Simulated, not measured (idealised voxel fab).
Proc. module: voxel transistor to metal
Each square cell in cross-section cut measures 5 nm, and the section as a whole is 295 nm wide.
The cross-sections in this document take the form of a grid made of square cells. They are written out as bands, in order from top to bottom. Each band consists of one or more rows of cells.
Band: top and bottom heights (nm) first, top before bottom; then materials from left to right, widths in nm. "full width" marks a sole material filling the band edge to edge. "empty" denotes empty space.
Zero point of the height axis is 0; under it, received wafer = one material. Lowest band: continues down indefinitely, "0 down".
The width entry "30->40" should be interpreted row by row: the top row of cells in the band takes the first number, the bottom row takes the second number, and the change between adjacent rows is uniform throughout.
It should be understood that the words "no modifications", when stated for a given step, signify that the cross-section underwent no change in any of its cells during that step.
The list in "Unvented cavities" covers empty spaces of 8 cells or more that cannot reach the top through any open way, and it gives each as width x height at distance; the distance is from the left edge, and width, height and distance are in nm.
Post-settings text on a step line: simulator's own remark regarding the step.
overlay nm: how far to the right of its planned place the mask lay on this masked step (negative: to the left).
### The following list gives the planned process steps
| 1 | RECEIVE (material Si) |
| 2 | CONFORMAL_DEP (material SiO2; thk nm 5) |
| 3 | CONFORMAL_DEP (material SiN; thk nm 15) |
| 4 | PATTERN (tone cover; mask id ACTIVE; material resist; width nm 105; pitch nm 135; thk nm 15; overlay nm 0) |
| 5 | DIRECTIONAL_ETCH (etch materials SiN; depth nm 15) |
| 6 | DIRECTIONAL_ETCH (etch materials SiO2; depth nm 5) |
| 7 | DIRECTIONAL_ETCH (etch materials Si; depth nm 30) |
| 8 | STRIP (etch materials resist) |
| 9 | OXIDIZE (depth nm 5) |
| 10 | FILL_DEP (material SiO2; thk nm 10) |
| 11 | CMP (height nm 20) |
| 12 | SELECTIVE_ETCH (etch materials SiO2; depth nm 15) |
| 13 | STRIP (etch materials SiN) |
| 14 | SELECTIVE_ETCH (etch materials SiO2; depth nm 5) |
| 15 | OXIDIZE (depth nm 5) |
| 16 | DIRECTIONAL_DEP (material polySi; thk nm 25) |
| 17 | DIRECTIONAL_DEP (material SiCN; thk nm 10) |
| 18 | MASKED_ETCH (tone cover; mask id GATE; width nm 25; pitch nm 135; etch materials SiCN; depth nm 20; overlay nm 0) |
| 19 | MASKED_ETCH (tone cover; mask id GATE; width nm 25; pitch nm 135; etch materials polySi; depth nm 35; overlay nm 0) |
| 20 | CONFORMAL_DEP (material SiO2; thk nm 5) |
| 21 | DIRECTIONAL_ETCH (etch materials SiO2; depth nm 5) |
| 22 | CONFORMAL_DEP (material SiN; thk nm 10) |
| 23 | DIRECTIONAL_ETCH (etch materials SiN; depth nm 10) |
| 24 | DIRECTIONAL_ETCH (etch materials SiO2; depth nm 5) |
| 25 | DIRECTIONAL_ETCH (etch materials Si; depth nm 15) |
| 26 | EPI (material nSi; thk nm 15) |
| 27 | FILL_DEP (material SiO2; thk nm 10) |
| 28 | CMP (height nm 35) |
| 29 | DIRECTIONAL_DEP (material SiO2; thk nm 15) |
| 30 | DIRECTIONAL_DEP (material aC; thk nm 15) |
| 31 | PATTERN (tone open; mask id CONTACT; material resist; width nm 30; thk nm 30; overlay nm 0) |
| 32 | DIRECTIONAL_ETCH (etch materials aC; depth nm 15) |
| 33 | STRIP (etch materials resist) |
| 34 | DIRECTIONAL_ETCH (etch materials SiO2; depth nm 55) |
| 35 | STRIP (etch materials aC) |
| 36 | CONFORMAL_DEP (material TiN; thk nm 5) |
| 37 | FILL_DEP (material W; thk nm 5) |
| 38 | CMP (height nm 50) |
| 39 | DIRECTIONAL_DEP (material TiN; thk nm 5) |
| 40 | DIRECTIONAL_DEP (material Ru; thk nm 20) |
| 41 | PATTERN (tone cover; mask id METAL_1; material resist; width nm 20; thk nm 20; overlay nm 0) |
| 42 | DIRECTIONAL_ETCH (etch materials Ru; depth nm 20) |
| 43 | DIRECTIONAL_ETCH (etch materials TiN; depth nm 5) |
| 44 | STRIP (etch materials resist) |
| 45 | CONFORMAL_DEP (material SiN; thk nm 5) |
| 46 | FILL_DEP (material lowk; thk nm 5) |
| 47 | CMP (height nm 75) |
| 48 | CONFORMAL_DEP (material SiCN; thk nm 5) |
| 49 | DIRECTIONAL_DEP (material lowk; thk nm 25) |
| 50 | DIRECTIONAL_DEP (material aC; thk nm 15) |
| 51 | PATTERN (tone open; mask id METAL_2; material resist; width nm 20; pitch nm 135; thk nm 35; overlay nm 0) |
| 52 | DIRECTIONAL_ETCH (etch materials aC; depth nm 15) |
| 53 | STRIP (etch materials resist) |
| 54 | DIRECTIONAL_ETCH (etch materials lowk; depth nm 15) |
| 55 | STRIP (etch materials aC) |
| 56 | DIRECTIONAL_DEP (material aC; thk nm 10) |
| 57 | PATTERN (tone open; mask id METAL_2_HOLES; material resist; width nm 15; pitch nm 135; thk nm 25; overlay nm 0) |
| 58 | DIRECTIONAL_ETCH (etch materials aC; depth nm 10) |
| 59 | STRIP (etch materials resist) |
| 60 | DIRECTIONAL_ETCH (etch materials lowk; depth nm 10) |
| 61 | DIRECTIONAL_ETCH (etch materials SiCN; depth nm 5) |
| 62 | STRIP (etch materials aC) |
| 63 | CONFORMAL_DEP (material TiN; thk nm 5) |
| 64 | FILL_DEP (material Cu; thk nm 5) |
| 65 | CMP (height nm 105) |
| 66 | CONFORMAL_DEP (material SiCN; thk nm 5) |
### Cross-section of the wafer at receipt, which is the condition after step 1
- 0 down: Si full width
- Unvented cavities: none
### End state of the module in cross-section, given the above starting point and plan and one mistake in execution
- 110 to 105: SiCN full width
- 105 to 95: lowk 30 nm | TiN 5 nm | Cu 10 nm | TiN 5 nm | lowk 115 nm | TiN 5 nm | Cu 10 nm | TiN 5 nm | lowk 110 nm
- 95 to 90: lowk 30 nm | TiN 5 nm | Cu 5 nm | TiN 10 nm | lowk 115 nm | TiN 5 nm | Cu 5 nm | TiN 10 nm | lowk 110 nm
- 90 to 80: lowk 30 nm | TiN 5 nm | Cu 5 nm | TiN 5 nm | lowk 120 nm | TiN 5 nm | Cu 5 nm | TiN 5 nm | lowk 115 nm
- 80 to 75: SiCN 30 nm | TiN 15 nm | SiCN 120 nm | TiN 15 nm | SiCN 115 nm
- 75 to 55: lowk 20 nm | SiN 5 nm | Ru 20 nm | SiN 5 nm | lowk 45 nm | SiN 5 nm | Ru 20 nm | SiN 5 nm | lowk 30 nm | SiN 5 nm | Ru 20 nm | SiN 5 nm | lowk 45 nm | SiN 5 nm | Ru 20 nm | SiN 5 nm | lowk 35 nm
- 55 to 50: SiN 25 nm | TiN 20 nm | SiN 55 nm | TiN 20 nm | SiN 40 nm | TiN 20 nm | SiN 55 nm | TiN 20 nm | SiN 40 nm
- 50 to 40: SiO2 30 nm | TiN 5 nm | W 20 nm | TiN 5 nm | SiO2 35 nm | TiN 5 nm | W 20 nm | TiN 5 nm | SiO2 40 nm | TiN 5 nm | W 20 nm | TiN 5 nm | SiO2 35 nm | TiN 5 nm | W 20 nm | TiN 5 nm | SiO2 35 nm
- 40 to 35: SiO2 30 nm | TiN 5 nm | W 10 nm | TiN 15 nm | SiO2 35 nm | TiN 15 nm | W 10 nm | TiN 5 nm | SiO2 40 nm | TiN 5 nm | W 10 nm | TiN 15 nm | SiO2 35 nm | TiN 15 nm | W 10 nm | TiN 5 nm | SiO2 35 nm
- 35 to 25: SiO2 30 nm | TiN 5 nm | W 10 nm | TiN 5 nm | SiN 10 nm | SiO2 5 nm | SiCN 25 nm | SiO2 5 nm | SiN 10 nm | TiN 5 nm | W 10 nm | TiN 5 nm | SiO2 40 nm | TiN 5 nm | W 10 nm | TiN 5 nm | SiN 10 nm | SiO2 5 nm | SiCN 25 nm | SiO2 5 nm | SiN 10 nm | TiN 5 nm | W 10 nm | TiN 5 nm | SiO2 35 nm
- 25 to 15: SiO2 30 nm | TiN 5 nm | W 10 nm | TiN 5 nm | SiN 10 nm | SiO2 5 nm | polySi 25 nm | SiO2 5 nm | SiN 10 nm | TiN 5 nm | W 10 nm | TiN 5 nm | SiO2 40 nm | TiN 5 nm | W 10 nm | TiN 5 nm | SiN 10 nm | SiO2 5 nm | polySi 25 nm | SiO2 5 nm | SiN 10 nm | TiN 5 nm | W 10 nm | TiN 5 nm | SiO2 35 nm
- 15 to 10: SiO2 30 nm | TiN 20 nm | SiN 10 nm | SiO2 5 nm | polySi 25 nm | SiO2 5 nm | SiN 10 nm | TiN 20 nm | SiO2 40 nm | TiN 20 nm | SiN 10 nm | SiO2 5 nm | polySi 25 nm | SiO2 5 nm | SiN 10 nm | TiN 20 nm | SiO2 35 nm
- 10 to 0: SiO2 30 nm | TiN 5 nm | nSi 15 nm | SiN 10 nm | SiO2 5 nm | polySi 25 nm | SiO2 5 nm | SiN 10 nm | nSi 15 nm | TiN 5 nm | SiO2 40 nm | TiN 5 nm | nSi 15 nm | SiN 10 nm | SiO2 5 nm | polySi 25 nm | SiO2 5 nm | SiN 10 nm | nSi 15 nm | TiN 5 nm | SiO2 35 nm
- 0 to -5: SiO2 30 nm | TiN 5 nm | nSi 15 nm | SiO2 55 nm | nSi 15 nm | TiN 5 nm | SiO2 40 nm | TiN 5 nm | nSi 15 nm | SiO2 55 nm | nSi 15 nm | TiN 5 nm | SiO2 35 nm
- -5 to -20: SiO2 30 nm | nSi 20 nm | Si 55 nm | nSi 20 nm | SiO2 40 nm | nSi 20 nm | Si 55 nm | nSi 20 nm | SiO2 35 nm
- -20 to -35: SiO2 30 nm | Si 95 nm | SiO2 40 nm | Si 95 nm | SiO2 35 nm
- -35 down: Si full width
- Unvented cavities: none
So what did we get wrong on this run? step 41 changed vs plan, executed as PATTERN (tone cover; mask id METAL_1; material resist; width nm 20; thk nm 20; overlay nm -5)
